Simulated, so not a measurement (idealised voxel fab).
Process module under the name voxel trench capacitor
Xsec cut, 260 nm wide, square cell size 5 nm.
A cross-section is written here as square cells arranged in a grid, and it is given in bands from the top down, each band taking up one or more rows of cells.
Look at the band entry: it leads with the top's height and the bottom's height in nm. Then it lists the materials left to right, with a width in nm for each. The word "all across" on a single material says that material fills the band edge to edge. The word "air" is empty space.
It should be noted that heights are counted from 0, beneath which the wafer as supplied is of one material throughout, and that the lowest band possesses no lower boundary but continues downward, as written in "0 and below".
The width entry "30..40" should be interpreted row by row: the top row of cells in the band takes the first number, the bottom row takes the second number, and the change between adjacent rows is uniform throughout.
It should be understood that the words "everything unchanged", when stated for a given step, signify that the cross-section underwent no change in any of its cells during that step.
"Voids, enclosed": empty spaces of 8 cells or more with no open way to the top, each given as width x height at distance, distance from the left edge, all in nm.
If you see something after the settings on a step's line, that's the simulator's own remark about that step.
For masked steps, "overlay nm" on the step line gives how far right of plan the mask actually lay; a minus sign means it lay to the left.
Planned step list for the process:
1. RECEIVE, material Si
2. CONFORMAL_DEP, material SiN, thk nm 10
3. DIRECTIONAL_DEP, material aC, thk nm 15
4. PATTERN, tone open, mask id TRENCH, material resist, width nm 30, pitch nm 55, thk nm 30, overlay nm -15
5. DIRECTIONAL_ETCH, etch materials aC, depth nm 15
6. STRIP, etch materials resist
7. DIRECTIONAL_ETCH, etch materials SiN, depth nm 10
8. DIRECTIONAL_ETCH, etch materials Si, depth nm 30
9. STRIP, etch materials aC
10. CONFORMAL_DEP, material HfO2, thk nm 5
11. CONFORMAL_DEP, material TiN, thk nm 5
12. FILL_DEP, material W, thk nm 10
13. CMP, height nm 10
It is noted that the wafers described herein are identical at the outset and are distinguished by the overlay nm of step 4; the value stated in the plan corresponds to the first wafer.
The as-received cross-section of the first of several wafers corresponds to the state after step 1:
> 0 and below: Si all across
> Voids, enclosed: none
The first of several wafers, seen in cross-section after the module's last step, step 13:
> 10 down to 0: SiN: 15 / HfO2: 5 / TiN: 5 / W: 10 / TiN: 5 / HfO2: 5 / SiN: 25 / HfO2: 5 / TiN: 5 / W: 10 / TiN: 5 / HfO2: 5 / SiN: 25 / HfO2: 5 / TiN: 5 / W: 10 / TiN: 5 / HfO2: 5 / SiN: 25 / HfO2: 5 / TiN: 5 / W: 10 / TiN: 5 / HfO2: 5 / SiN: 50
> 0 down to -20: Si: 15 / HfO2: 5 / TiN: 5 / W: 10 / TiN: 5 / HfO2: 5 / Si: 25 / HfO2: 5 / TiN: 5 / W: 10 / TiN: 5 / HfO2: 5 / Si: 25 / HfO2: 5 / TiN: 5 / W: 10 / TiN: 5 / HfO2: 5 / Si: 25 / HfO2: 5 / TiN: 5 / W: 10 / TiN: 5 / HfO2: 5 / Si: 50
> -20 down to -25: Si: 15 / HfO2: 5 / TiN: 20 / HfO2: 5 / Si: 25 / HfO2: 5 / TiN: 20 / HfO2: 5 / Si: 25 / HfO2: 5 / TiN: 20 / HfO2: 5 / Si: 25 / HfO2: 5 / TiN: 20 / HfO2: 5 / Si: 50
> -25 down to -30: Si: 15 / HfO2: 30 / Si: 25 / HfO2: 30 / Si: 25 / HfO2: 30 / Si: 25 / HfO2: 30 / Si: 50
> -30 and below: Si all across
> Voids, enclosed: none
So this is the cross-section on the last wafer at the end of the module:
> 10 down to 0: SiN: 45 / HfO2: 5 / TiN: 5 / W: 10 / TiN: 5 / HfO2: 5 / SiN: 25 / HfO2: 5 / TiN: 5 / W: 10 / TiN: 5 / HfO2: 5 / SiN: 25 / HfO2: 5 / TiN: 5 / W: 10 / TiN: 5 / HfO2: 5 / SiN: 25 / HfO2: 5 / TiN: 5 / W: 10 / TiN: 5 / HfO2: 5 / SiN: 20
> 0 down to -20: Si: 45 / HfO2: 5 / TiN: 5 / W: 10 / TiN: 5 / HfO2: 5 / Si: 25 / HfO2: 5 / TiN: 5 / W: 10 / TiN: 5 / HfO2: 5 / Si: 25 / HfO2: 5 / TiN: 5 / W: 10 / TiN: 5 / HfO2: 5 / Si: 25 / HfO2: 5 / TiN: 5 / W: 10 / TiN: 5 / HfO2: 5 / Si: 20
> -20 down to -25: Si: 45 / HfO2: 5 / TiN: 20 / HfO2: 5 / Si: 25 / HfO2: 5 / TiN: 20 / HfO2: 5 / Si: 25 / HfO2: 5 / TiN: 20 / HfO2: 5 / Si: 25 / HfO2: 5 / TiN: 20 / HfO2: 5 / Si: 20
> -25 down to -30: Si: 45 / HfO2: 30 / Si: 25 / HfO2: 30 / Si: 25 / HfO2: 30 / Si: 25 / HfO2: 30 / Si: 20
> -30 and below: Si all across
> Voids, enclosed: none
Wafer rows, end of module: cells per material gained (+) or lost (-) since receipt; closed voids last:
overlay nm -15, +80 HfO2, -144 Si, +56 SiN, +64 TiN, +48 W, Voids, enclosed: none
overlay nm -10, +80 HfO2, -144 Si, +56 SiN, +64 TiN, +48 W, Voids, enclosed: none
overlay nm -5, +80 HfO2, -144 Si, +56 SiN, +64 TiN, +48 W, Voids, enclosed: none
overlay nm 0, +80 HfO2, -144 Si, +56 SiN, +64 TiN, +48 W, Voids, enclosed: none
overlay nm 5, +80 HfO2, -144 Si, +56 SiN, +64 TiN, +48 W, Voids, enclosed: none
overlay nm 10, +80 HfO2, -144 Si, +56 SiN, +64 TiN, +48 W, Voids, enclosed: none
overlay nm 15, +80 HfO2, -144 Si, +56 SiN, +64 TiN, +48 W, Voids, enclosed: none
